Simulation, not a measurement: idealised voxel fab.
Module name: voxel wiring stack (process module)
Square cells of 5 nm make up the cross-section cut, whose width is 290 nm.
How to read a cross-section here: the picture is a grid of square cells, written as bands going from the top down, and any band can span one or more rows of cells.
Basically the band line says how high the top is and how high the bottom is, in nm, and then what's in it from left to right, every material with its width in nm. Empty space shows up as "empty", and if a single material carries "full width" it runs the full band edge to edge.
Note: height 0 marks the level under which the wafer is uniformly one material as received. Lowest band unbounded below, written "top 0, no bottom".
Per-row width for "30 to 40": begins at first number (top row of band), ends at second number (bottom row), increment between rows held constant.
It should be understood that the words "remained unchanged", when stated for a given step, signify that the cross-section underwent no change in any of its cells during that step.
Basically, "Cavities, sealed" tells you about the enclosed voids: empty spaces with no open way to the top, 8 cells or bigger, each written width x height at distance, where distance is from the left edge, all in nm.
Past the settings on a step's line: simulator remark, on that step.
overlay nm: for a step with a mask, the amount by which the mask lay right of where it was planned; a negative amount means left of it.

# Process steps foreseen in the plan
step 1: RECEIVE (material Si)
step 2: CONFORMAL_DEP (material SiO2; thk nm 15)
step 3: DIRECTIONAL_DEP (material TiN; thk nm 5)
step 4: DIRECTIONAL_DEP (material Ru; thk nm 25)
step 5: DIRECTIONAL_DEP (material aC; thk nm 10)
step 6: PATTERN (tone cover; mask id METAL_1; material resist; width nm 25; pitch nm 40; thk nm 30; overlay nm 0)
step 7: DIRECTIONAL_ETCH (etch materials aC; depth nm 10)
step 8: STRIP (etch materials resist)
step 9: DIRECTIONAL_ETCH (etch materials Ru; depth nm 25)
step 10: DIRECTIONAL_ETCH (etch materials TiN; depth nm 5)
step 11: STRIP (etch materials aC)
step 12: FILL_DEP (material lowk; thk nm 10)
step 13: CMP (height nm 45)
step 14: CONFORMAL_DEP (material SiCN; thk nm 5)
step 15: DIRECTIONAL_DEP (material SiO2; thk nm 20)
step 16: PATTERN (tone open; mask id PLUG_1; material resist; width nm 15; pitch nm 40; thk nm 20; overlay nm 0)
step 17: DIRECTIONAL_ETCH (etch materials SiO2; depth nm 20)
step 18: DIRECTIONAL_ETCH (etch materials SiCN; depth nm 5)
step 19: STRIP (etch materials resist)
step 20: EPI (material Ru; thk nm 10)
step 21: EPI (material Ru; thk nm 10)
step 22: EPI (material Ru; thk nm 5)
step 23: DIRECTIONAL_DEP (material TiN; thk nm 5)
step 24: DIRECTIONAL_DEP (material Ru; thk nm 20)
step 25: DIRECTIONAL_DEP (material aC; thk nm 15)
step 26: PATTERN (tone cover; mask id METAL_2; material resist; width nm 25; pitch nm 40; thk nm 30; overlay nm 0)
step 27: DIRECTIONAL_ETCH (etch materials aC; depth nm 15)
step 28: STRIP (etch materials resist)
step 29: DIRECTIONAL_ETCH (etch materials Ru; depth nm 20)
step 30: DIRECTIONAL_ETCH (etch materials TiN; depth nm 5)
step 31: STRIP (etch materials aC)
step 32: FILL_DEP (material lowk; thk nm 10)
step 33: CMP (height nm 95)
step 34: CONFORMAL_DEP (material SiCN; thk nm 5)
step 35: DIRECTIONAL_DEP (material SiO2; thk nm 30)
step 36: DIRECTIONAL_DEP (material aC; thk nm 10)
step 37: PATTERN (tone open; mask id METAL_3; material resist; width nm 25; pitch nm 40; thk nm 25; overlay nm 0)
step 38: DIRECTIONAL_ETCH (etch materials aC; depth nm 10)
step 39: STRIP (etch materials resist)
step 40: DIRECTIONAL_ETCH (etch materials SiO2; depth nm 15)
step 41: STRIP (etch materials aC)
step 42: PATTERN (tone open; mask id METAL_3_HOLES; material resist; width nm 15; thk nm 15; overlay nm 0)
step 43: DIRECTIONAL_ETCH (etch materials SiO2; depth nm 15)
step 44: DIRECTIONAL_ETCH (etch materials SiCN; depth nm 5)
step 45: STRIP (etch materials resist)
step 46: CONFORMAL_DEP (material TiN; thk nm 5)
step 47: FILL_DEP (material Cu; thk nm 5)
step 48: CMP (height nm 130)
step 49: CONFORMAL_DEP (material SiCN; thk nm 5)
step 50: DIRECTIONAL_DEP (material SiO2; thk nm 25)
step 51: MASKED_ETCH (tone open; mask id METAL_4_HOLES; width nm 15; pitch nm 40; etch materials SiO2; depth nm 25; overlay nm 0)
step 52: PATTERN (tone open; mask id METAL_4; material resist; width nm 25; pitch nm 40; thk nm 20; overlay nm 0)
step 53: DIRECTIONAL_ETCH (etch materials SiO2; depth nm 15)
step 54: DIRECTIONAL_ETCH (etch materials SiCN; depth nm 5)
step 55: STRIP (etch materials resist)
step 56: CONFORMAL_DEP (material TiN; thk nm 5)
step 57: FILL_DEP (material Cu; thk nm 5)
step 58: CMP (height nm 160)
step 59: CONFORMAL_DEP (material SiCN; thk nm 5)

# Wafer cross-section on receipt, i.e. after step 1
* top 0, no bottom | Si full width
* Cavities, sealed: none

# first wafer at the end, as planned
* top 165, bottom 160 | SiCN full width
* top 160, bottom 150 | 110 nm SiO2; 5 nm TiN; 15 nm Cu; 5 nm TiN; 15 nm SiO2; 5 nm TiN; 15 nm Cu; 5 nm TiN; 115 nm SiO2
* top 150, bottom 145 | 110 nm SiO2; 5 nm TiN; 5 nm Cu; 15 nm TiN; 15 nm SiO2; 5 nm TiN; 5 nm Cu; 15 nm TiN; 115 nm SiO2
* top 145, bottom 135 | 110 nm SiO2; 5 nm TiN; 5 nm Cu; 5 nm TiN; 25 nm SiO2; 5 nm TiN; 5 nm Cu; 5 nm TiN; 125 nm SiO2
* top 135, bottom 130 | 110 nm SiCN; 15 nm TiN; 25 nm SiCN; 15 nm TiN; 125 nm SiCN
* top 130, bottom 120 | 110 nm SiO2; 5 nm TiN; 15 nm Cu; 5 nm TiN; 15 nm SiO2; 5 nm TiN; 15 nm Cu; 5 nm TiN; 115 nm SiO2
* top 120, bottom 115 | 110 nm SiO2; 5 nm TiN; 5 nm Cu; 15 nm TiN; 15 nm SiO2; 25 nm TiN; 115 nm SiO2
* top 115, bottom 100 | 110 nm SiO2; 5 nm TiN; 5 nm Cu; 5 nm TiN; 165 nm SiO2
* top 100, bottom 95 | 110 nm SiCN; 15 nm TiN; 165 nm SiCN
* top 95, bottom 75 | 110 nm lowk; 25 nm Ru; 15 nm lowk; 25 nm Ru; 115 nm lowk
* top 75, bottom 70 | 110 nm lowk; 25 nm TiN; 15 nm lowk; 25 nm TiN; 115 nm lowk
* top 70, bottom 50 | 110 nm SiO2; 15 nm Ru; 25 nm SiO2; 15 nm Ru; 125 nm SiO2
* top 50, bottom 45 | 110 nm SiCN; 15 nm Ru; 25 nm SiCN; 15 nm Ru; 125 nm SiCN
* top 45, bottom 20 | 110 nm lowk; 25 nm Ru; 15 nm lowk; 25 nm Ru; 115 nm lowk
* top 20, bottom 15 | 110 nm lowk; 25 nm TiN; 15 nm lowk; 25 nm TiN; 115 nm lowk
* top 15, bottom 0 | SiO2 full width
* top 0, no bottom | Si full width
* Cavities, sealed: none

# Here is the second of the two wafers cut open at the end of the module - same start, same plan as the first one, but we made one mistake running it
* top 165, bottom 160 | SiCN full width
* top 160, bottom 150 | 110 nm SiO2; 5 nm TiN; 15 nm Cu; 5 nm TiN; 15 nm SiO2; 5 nm TiN; 15 nm Cu; 5 nm TiN; 115 nm SiO2
* top 150, bottom 145 | 110 nm SiO2; 5 nm TiN; 5 nm Cu; 15 nm TiN; 15 nm SiO2; 5 nm TiN; 5 nm Cu; 15 nm TiN; 115 nm SiO2
* top 145, bottom 135 | 110 nm SiO2; 5 nm TiN; 5 nm Cu; 5 nm TiN; 25 nm SiO2; 5 nm TiN; 5 nm Cu; 5 nm TiN; 125 nm SiO2
* top 135, bottom 130 | 110 nm SiCN; 15 nm TiN; 25 nm SiCN; 15 nm TiN; 125 nm SiCN
* top 130, bottom 120 | 110 nm SiO2; 5 nm TiN; 15 nm Cu; 5 nm TiN; 15 nm SiO2; 5 nm TiN; 15 nm Cu; 5 nm TiN; 115 nm SiO2
* top 120, bottom 115 | 110 nm SiO2; 5 nm TiN; 5 nm Cu; 15 nm TiN; 15 nm SiO2; 25 nm TiN; 115 nm SiO2
* top 115, bottom 100 | 110 nm SiO2; 5 nm TiN; 5 nm Cu; 5 nm TiN; 165 nm SiO2
* top 100, bottom 95 | 110 nm SiCN; 15 nm TiN; 165 nm SiCN
* top 95, bottom 85 | 125 nm lowk; 10 nm Ru; 30 nm lowk; 10 nm Ru; 115 nm lowk
* top 85, bottom 75 | 110 nm lowk; 25 nm Ru; 15 nm lowk; 25 nm Ru; 115 nm lowk
* top 75, bottom 70 | 110 nm lowk; 15 nm Ru; 10 nm TiN; 15 nm lowk; 15 nm Ru; 10 nm TiN; 115 nm lowk
* top 70, bottom 65 | 110 nm SiO2; 15 nm Ru; 25 nm SiO2; 15 nm Ru; 125 nm SiO2
* top 65, bottom 60 | 110 nm SiO2; 15 nm TiN; 25 nm SiO2; 15 nm TiN; 125 nm SiO2
* top 60, bottom 50 | 110 nm SiO2; 15 nm Ru; 25 nm SiO2; 15 nm Ru; 125 nm SiO2
* top 50, bottom 45 | 110 nm SiCN; 15 nm Ru; 25 nm SiCN; 15 nm Ru; 125 nm SiCN
* top 45, bottom 20 | 110 nm lowk; 25 nm Ru; 15 nm lowk; 25 nm Ru; 115 nm lowk
* top 20, bottom 15 | 110 nm lowk; 25 nm TiN; 15 nm lowk; 25 nm TiN; 115 nm lowk
* top 15, bottom 0 | SiO2 full width
* top 0, no bottom | Si full width
* Cavities, sealed: none
The mistake made against the process plan was this: a step was left out from among the identical steps 20 and 21, and there is no telling which
End check, counted in cells, second wafer has more or fewer of these materials than the first: Ru: 12 fewer; lowk: 12 more
